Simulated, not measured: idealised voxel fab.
Module name: voxel trench capacitor (process module)
Square cell edge 5 nm, section width 300 nm, ID cut.
Cross-section layout: square cells on a grid; listed as bands, top to bottom; a band spans one or more cell rows. Top height, bottom height, nm. Materials left to right, width each, nm. Single material + "everywhere" = fills band edge to edge. "blank" = empty. The reference from which all heights are counted is 0, the level beneath which the as-received wafer is entirely one material; the lowest band, having no lower bound, proceeds downward and is written after the example "0 and below". When a width is written as two numbers, as in "30..40", the first number is the width in the top row of cells of the band and the second is the width in its bottom row, and the width changes by the same amount from each row to the next. "nothing altered" means the step left every cell of the cross-section as it was. Empty spaces counting at least 8 cells and having no open way to the top are listed in "Sealed-off cavities". The notation width x height at distance is used for each, the distance being from the left edge and all three values in nm. On a step's line, text after the settings is the simulator commenting on that step. A step's line can hold "overlay nm"; with a mask on that step, the setting says how far right of the planned place the mask lay, while a negative setting says it lay to the left.
-- Listed below are the process steps as planned
| 1 | RECEIVE (material Si) |
| 2 | CONFORMAL_DEP (material SiN; thk nm 10) |
| 3 | PATTERN (tone open; mask id TRENCH; material resist; width nm 15; pitch nm 40; thk nm 20; overlay nm 0) |
| 4 | DIRECTIONAL_ETCH (etch materials SiN; depth nm 10) |
| 5 | DIRECTIONAL_ETCH (etch materials Si; depth nm 25) |
| 6 | STRIP (etch materials resist) |
| 7 | CONFORMAL_DEP (material Al2O3; thk nm 5) |
| 8 | FILL_DEP (material polySi; thk nm 5) |
| 9 | CMP (height nm 10) |
-- As received (post step 1): cross-section
    0 and below | Si everywhere
    Sealed-off cavities: none
-- Cross-sectional view of the first of the two wafers upon completion of the module, processed in accordance with the plan
    10 down to 0 | 80 of SiN; 5 of Al2O3; 5 of polySi; 5 of Al2O3; 25 of SiN; 5 of Al2O3; 5 of polySi; 5 of Al2O3; 25 of SiN; 5 of Al2O3; 5 of polySi; 5 of Al2O3; 25 of SiN; 5 of Al2O3; 5 of polySi; 5 of Al2O3; 85 of SiN
    0 down to -20 | 80 of Si; 5 of Al2O3; 5 of polySi; 5 of Al2O3; 25 of Si; 5 of Al2O3; 5 of polySi; 5 of Al2O3; 25 of Si; 5 of Al2O3; 5 of polySi; 5 of Al2O3; 25 of Si; 5 of Al2O3; 5 of polySi; 5 of Al2O3; 85 of Si
    -20 down to -25 | 80 of Si; 15 of Al2O3; 25 of Si; 15 of Al2O3; 25 of Si; 15 of Al2O3; 25 of Si; 15 of Al2O3; 85 of Si
    -25 and below | Si everywhere
    Sealed-off cavities: none
-- So this is wafer number two of the two, cut at the end of the module - it started where the first did and had the same plan, we just got one thing wrong running it
    10 down to 0 | 75 of SiN; 5 of Al2O3; 15 of polySi; 5 of Al2O3; 15 of SiN; 5 of Al2O3; 15 of polySi; 5 of Al2O3; 15 of SiN; 5 of Al2O3; 15 of polySi; 5 of Al2O3; 15 of SiN; 5 of Al2O3; 15 of polySi; 5 of Al2O3; 80 of SiN
    0 down to -20 | 75 of Si; 5 of Al2O3; 15 of polySi; 5 of Al2O3; 15 of Si; 5 of Al2O3; 15 of polySi; 5 of Al2O3; 15 of Si; 5 of Al2O3; 15 of polySi; 5 of Al2O3; 15 of Si; 5 of Al2O3; 15 of polySi; 5 of Al2O3; 80 of Si
    -20 down to -25 | 75 of Si; 25 of Al2O3; 15 of Si; 25 of Al2O3; 15 of Si; 25 of Al2O3; 15 of Si; 25 of Al2O3; 80 of Si
    -25 and below | Si everywhere
    Sealed-off cavities: none
Here's what went sideways: step 3 ran as: PATTERN (tone open; mask id TRENCH; material resist; width nm 25; pitch nm 40; thk nm 20; overlay nm 0)
Count the cells at the end and the second wafer has more or fewer of some materials than the first: Al2O3: 8 more | Si: 40 fewer | SiN: 16 fewer | polySi: 48 more
